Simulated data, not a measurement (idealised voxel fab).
voxel gate over fins: a process module
Square cells of 5 nm make up the cross-section cut, whose width is 245 nm.
Cross-section = grid of square cells, listed top down in bands; band = one or more rows.
Band entry format. Leading values: height of top, height of bottom, nm. Remainder: materials in left-to-right order, each with its width in nm. Special words: "everywhere" on a single material, which then fills the band edge to edge; "air", empty space.
Heads up on the height convention: 0 is the point under which the incoming wafer is all one material, and the lowest band has no bottom, it just keeps going down, like "0 -> down".
A two-number width, for instance "30->40", indicates that the width is equal to the first number in the top row of the band and to the second number in the bottom row, and that it changes by a constant amount per row of cells.
Where the words "no alteration" appear for a step, the cross-section shows no cell changed by that step; every cell remained as before.
Entry "Sealed voids". Content: empty spaces with no open connection to the top, size 8 cells or greater. Each: width x height at distance. Distance: from left edge. Unit: nm.
Whatever follows a step's settings on its line is a remark the simulator itself makes about that step.
You can add "overlay nm" to a step's line. For a step with a mask, it describes how far the mask lay to the right of its planned position, and a negative number describes a lay to the left.

# Steps in the process plan
1: op RECEIVE | material Si
2: op CONFORMAL_DEP | material SiN | thk nm 5
3: op MASKED_ETCH | tone cover | mask id FINS | width nm 15 | pitch nm 55 | etch materials SiN | depth nm 5 | overlay nm 0
4: op MASKED_ETCH | tone cover | mask id FINS | width nm 15 | pitch nm 55 | etch materials Si | depth nm 30 | overlay nm 0
5: op OXIDIZE | depth nm 5
6: op FILL_DEP | material SiO2 | thk nm 15
7: op CMP | height nm 5
8: op PATTERN | tone open | mask id RAIL | material resist | width nm 15 | thk nm 20 | overlay nm 0
9: op DIRECTIONAL_ETCH | etch materials SiO2 | depth nm 30
10: op STRIP | etch materials resist
11: op CONFORMAL_DEP | material TiN | thk nm 5
12: op FILL_DEP | material W | thk nm 5
13: op CMP | height nm 5
14: op SELECTIVE_ETCH | etch materials W Ru TiN | depth nm 25
15: op FILL_DEP | material SiO2 | thk nm 5
16: op CMP | height nm 5
17: op SELECTIVE_ETCH | etch materials SiO2 | depth nm 20
18: op STRIP | etch materials SiN
19: op CONFORMAL_DEP | material HfO2 | thk nm 5
20: op CONFORMAL_DEP | material TiN | thk nm 5
21: op FILL_DEP | material W | thk nm 10
22: op CMP | height nm 15
23: op CONFORMAL_DEP | material SiN | thk nm 5
The width nm used in step 3 is not the same on every wafer, whereas the starting condition is; the value printed in the plan is the first wafer's.

# first wafer as received, after step 1
* 0 -> down = Si everywhere
* Sealed voids: none

# wafer rows; end of module; cells per material since receipt: (+) gained, (-) lost; then closed voids
width nm 15; +73 HfO2; -315 Si; +49 SiN; +177 SiO2; +76 TiN; +136 W; Sealed voids: none
width nm 20; +73 HfO2; -287 Si; +49 SiN; +161 SiO2; +76 TiN; +124 W; Sealed voids: none
width nm 25; +73 HfO2; -259 Si; +49 SiN; +145 SiO2; +76 TiN; +112 W; Sealed voids: none
width nm 30; +73 HfO2; -231 Si; +49 SiN; +129 SiO2; +76 TiN; +100 W; Sealed voids: none
